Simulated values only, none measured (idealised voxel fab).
Process module heading - voxel spacer lines
Shown is cross-section cut, with a width of 280 nm and square cells of size 5 nm.
We lay out every cross-section as a grid of square cells and spell it out in bands from the top down, where one band means one or more rows of cells. Heads up on the band format: heights come first, top then bottom, in nm. After that it's the materials left to right, each with its width in nm. A single material flagged "edge to edge" fills the whole band edge to edge, and "blank" means there's empty space there. Height 0 is the level under which the wafer as received is all one material. The lowest band goes on downwards, as in "0 and below". Note: "30..40" means the width goes from the first number (top row of the band) to the second number (bottom row) in equal steps per row of cells. No cell of the cross-section changed in a step that is given as "nothing altered". This entry, "Completely sealed voids", enumerates those empty regions of no fewer than 8 cells that possess no open connection to the top. Each region is reported in the form width x height at distance, the distance being taken from the left edge, with all three quantities expressed in nm. Step line, after settings: the simulator's comment on this step. On any step carrying a mask, the "overlay nm" setting, if present on the step's line, tells how far right of its planned place the mask lay; negative values point to the left.
**The process steps that were planned are listed below**
1,RECEIVE, material Si
2,CONFORMAL_DEP, material Al2O3, thk nm 10
3,DIRECTIONAL_DEP, material polySi, thk nm 10
4,DIRECTIONAL_DEP, material aC, thk nm 30
5,PATTERN, tone cover, mask id MANDREL, material resist, width nm 15, pitch nm 60, thk nm 40, overlay nm 0
6,DIRECTIONAL_ETCH, etch materials aC, depth nm 30
7,STRIP, etch materials resist
8,CONFORMAL_DEP, material SiN, thk nm 15
9,DIRECTIONAL_ETCH, etch materials SiN, depth nm 15
10,STRIP, etch materials aC
11,DIRECTIONAL_ETCH, etch materials polySi, depth nm 10
12,STRIP, etch materials SiN
**Here's what the wafer looked like in cross-section when it arrived - that's after step 1**
	0 and below = Si edge to edge
	Completely sealed voids: none
**a wafer at the end: this start, this plan, one mistake**
	20 down to 10 = blank: 100, polySi: 15, blank: 45, polySi: 15, blank: 105
	10 down to 0 = Al2O3 edge to edge
	0 and below = Si edge to edge
	Completely sealed voids: none
Against the plan, the run slipped here: contrary to plan, step 5 was performed as PATTERN, tone open, mask id MANDREL, material resist, width nm 15, pitch nm 60, thk nm 40, overlay nm 0
